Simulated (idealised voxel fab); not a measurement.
process module | voxel self aligned contacts
cross-section cut | 220 nm wide | cells 5 nm
A cross-section is a grid of square cells, given in bands from the top down. A band is one or more rows of cells.
Each band's line starts with the height of the band's top and of its bottom, in nm. Then come its materials from left to right, each with its width in nm. One material with "throughout" fills the band from edge to edge. "air" is empty space.
Height 0 is the level under which the wafer as received is all one material. The lowest band goes on downwards, as in "0 down".
A width such as "30 to 40" changes by the same amount from each row of cells to the next, from the band's top row to its bottom row.
"no change" after a step means that no cell of the cross-section changed.
closed voids: empty space of 8 cells or more with no open way to the top, each as width x height at its distance from the left edge, in nm
after a step's settings: what the simulator itself notes on the step
overlay nm, on a step with a mask: how far to the right of its planned place the mask lay; to the left if negative
plan
1 op RECEIVE | material Si
2 op CONFORMAL_DEP | material SiO2 | thk nm 5
3 op DIRECTIONAL_DEP | material polySi | thk nm 25
4 op DIRECTIONAL_DEP | material SiN | thk nm 15
5 op MASKED_ETCH | tone cover | mask id GATE | width nm 25 | pitch nm 70 | etch materials SiN | depth nm 15 | overlay nm 0
6 op MASKED_ETCH | tone cover | mask id GATE | width nm 35 | pitch nm 70 | etch materials polySi | depth nm 25 | overlay nm 0
7 op CONFORMAL_DEP | material SiN | thk nm 5
8 op DIRECTIONAL_ETCH | etch materials SiN | depth nm 5
9 op FILL_DEP | material SiO2 | thk nm 10
10 op CMP | height nm 50
11 op PATTERN | tone open | mask id CONTACT | material resist | width nm 45 | thk nm 15 | overlay nm 0
12 op DIRECTIONAL_ETCH | etch materials SiO2 | depth nm 50
13 op STRIP | etch materials resist
14 op CONFORMAL_DEP | material TiN | thk nm 5
15 op FILL_DEP | material Ru | thk nm 10
16 op CMP | height nm 50
17 op CONFORMAL_DEP | material SiN | thk nm 5
varied across the wafers: width nm of step 5. The plan shows the first wafer's value. All wafers start alike
first wafer as received, after step 1
  0 down: Si throughout
  closed voids: none
first wafer at the end, after step 17
  55 to 50: SiN throughout
  50 to 45: SiO2 85 | TiN 10 | Ru 25 | TiN 10 | SiO2 90
  45 to 35: SiO2 55 | SiN 35 | TiN 5 | Ru 25 | TiN 5 | SiN 35 | SiO2 60
  35 to 30: SiO2 55 | SiN 35 | TiN 10 | Ru 15 | TiN 10 | SiN 35 | SiO2 60
  30 to 5: SiO2 50 | SiN 5 | polySi 35 | SiN 5 | TiN 5 | Ru 15 | TiN 5 | SiN 5 | polySi 35 | SiN 5 | SiO2 55
  5 to 0: SiO2 95 | TiN 25 | SiO2 100
  0 down: Si throughout
  closed voids: none
last wafer at the end
  55 to 50: SiN throughout
  50 to 45: SiO2 85 | TiN 45 | SiO2 90
  45 to 30: SiO2 45 | SiN 60 | TiN 10 | SiN 60 | SiO2 45
  30 to 5: SiO2 45 | SiN 5 | polySi 50 | SiN 5 | TiN 10 | SiN 5 | polySi 50 | SiN 5 | SiO2 45
  5 to 0: SiO2 105 | TiN 10 | SiO2 105
  0 down: Si throughout
  closed voids: none
each wafer at the end: cells of each material gained (+) or lost (-) since it was received, then its closed voids
width nm 25 | +33 Ru | +106 SiN | +248 SiO2 | +27 TiN | +70 polySi | closed voids: none
width nm 30 | +30 Ru | +112 SiN | +245 SiO2 | +27 TiN | +70 polySi | closed voids: none
width nm 35 | +27 Ru | +118 SiN | +242 SiO2 | +27 TiN | +70 polySi | closed voids: none
width nm 40 | +18 Ru | +124 SiN | +235 SiO2 | +27 TiN | +80 polySi | closed voids: none
width nm 45 | +9 Ru | +130 SiN | +228 SiO2 | +27 TiN | +90 polySi | closed voids: none
width nm 50 | +136 SiN | +221 SiO2 | +27 TiN | +100 polySi | closed voids: none
